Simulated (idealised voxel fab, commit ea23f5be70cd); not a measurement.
process module | voxel tone inversion
cross-section cut | 295 nm wide | cells 5 nm
A cross-section is a grid of square cells, given in bands from the top down. A band is one or more rows of cells.
Each band's line starts with the height of the band's top and of its bottom, in nm. Then come its materials from left to right, each with its width in nm. One material with "throughout" fills the band from edge to edge. "air" is empty space.
Height 0 is the level under which the wafer as received is all one material. The lowest band goes on downwards, as in "0 down".
A width such as "30 to 40" changes by the same amount from each row of cells to the next, from the band's top row to its bottom row.
"no change" after a step means that no cell of the cross-section changed.
closed voids: empty space of 8 cells or more with no open way to the top, each as width x height at its distance from the left edge, in nm
after a step's settings: what the simulator itself notes on the step
overlay nm, on a step with a mask: how far to the right of its planned place the mask lay; to the left if negative
plan
1 op RECEIVE | material Si
2 op CONFORMAL_DEP | material SiN | thk nm 5
3 op DIRECTIONAL_DEP | material aC | thk nm 20
4 op PATTERN | tone cover | mask id POSTS | material resist | width nm 15 | pitch nm 50 | thk nm 30 | overlay nm 0
5 op DIRECTIONAL_ETCH | etch materials aC | depth nm 20
6 op STRIP | etch materials resist
7 op FILL_DEP | material SiO2 | thk nm 5
8 op CMP | height nm 25
9 op STRIP | etch materials aC
varied across the wafers: width nm of step 4. The plan shows the first wafer's value. All wafers start alike
first wafer as received, after step 1
  0 down: Si throughout
  closed voids: none
first wafer at the end, after step 9
  25 to 5: SiO2 65 | air 15 | SiO2 35 | air 15 | SiO2 35 | air 15 | SiO2 35 | air 15 | SiO2 65
  5 to 0: SiN throughout
  0 down: Si throughout
  closed voids: none
last wafer at the end
  25 to 5: SiO2 55 | air 35 | SiO2 15 | air 35 | SiO2 15 | air 35 | SiO2 15 | air 35 | SiO2 55
  5 to 0: SiN throughout
  0 down: Si throughout
  closed voids: none
each wafer at the end: cells of each material gained (+) or lost (-) since it was received, then its closed voids
width nm 15 | +59 SiN | +188 SiO2 | closed voids: none
width nm 20 | +59 SiN | +172 SiO2 | closed voids: none
width nm 25 | +59 SiN | +156 SiO2 | closed voids: none
width nm 30 | +59 SiN | +140 SiO2 | closed voids: none
width nm 35 | +59 SiN | +124 SiO2 | closed voids: none
